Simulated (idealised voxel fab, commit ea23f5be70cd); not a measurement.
process module | voxel trench capacitor
cross-section cut | 205 nm wide | cells 5 nm
A cross-section is a grid of square cells, given in bands from the top down. A band is one or more rows of cells.
Each band's line starts with the height of the band's top and of its bottom, in nm. Then come its materials from left to right, each with its width in nm. One material with "throughout" fills the band from edge to edge. "air" is empty space.
Height 0 is the level under which the wafer as received is all one material. The lowest band goes on downwards, as in "0 down".
A width such as "30 to 40" changes by the same amount from each row of cells to the next, from the band's top row to its bottom row.
"no change" after a step means that no cell of the cross-section changed.
closed voids: empty space of 8 cells or more with no open way to the top, each as width x height at its distance from the left edge, in nm
after a step's settings: what the simulator itself notes on the step
overlay nm, on a step with a mask: how far to the right of its planned place the mask lay; to the left if negative
plan
1 op RECEIVE | material Si
2 op CONFORMAL_DEP | material SiN | thk nm 10
3 op DIRECTIONAL_DEP | material aC | thk nm 15
4 op PATTERN | tone open | mask id TRENCH | material resist | width nm 25 | pitch nm 50 | thk nm 35 | overlay nm 0
5 op DIRECTIONAL_ETCH | etch materials aC | depth nm 15
6 op STRIP | etch materials resist
7 op DIRECTIONAL_ETCH | etch materials SiN | depth nm 10
8 op DIRECTIONAL_ETCH | etch materials Si | depth nm 25
9 op STRIP | etch materials aC
10 op CONFORMAL_DEP | material SiO2 | thk nm 5
11 op FILL_DEP | material polySi | thk nm 10
12 op CMP | height nm 10
as received, after step 1
  0 down: Si throughout
  closed voids: none
a wafer at the end: this start, this plan, one mistake
  10 to 0: SiN 45 | SiO2 5 | polySi 15 | SiO2 5 | SiN 25 | SiO2 5 | polySi 15 | SiO2 5 | SiN 25 | SiO2 5 | polySi 15 | SiO2 5 | SiN 35
  0 to -20: Si 45 | SiO2 5 | polySi 15 | SiO2 5 | Si 25 | SiO2 5 | polySi 15 | SiO2 5 | Si 25 | SiO2 5 | polySi 15 | SiO2 5 | Si 35
  -20 to -25: Si 45 | SiO2 25 | Si 25 | SiO2 25 | Si 25 | SiO2 25 | Si 35
  -25 down: Si throughout
  closed voids: none
what went wrong: step 4 ran as: op PATTERN | tone open | mask id TRENCH | material resist | width nm 25 | pitch nm 50 | thk nm 35 | overlay nm 5
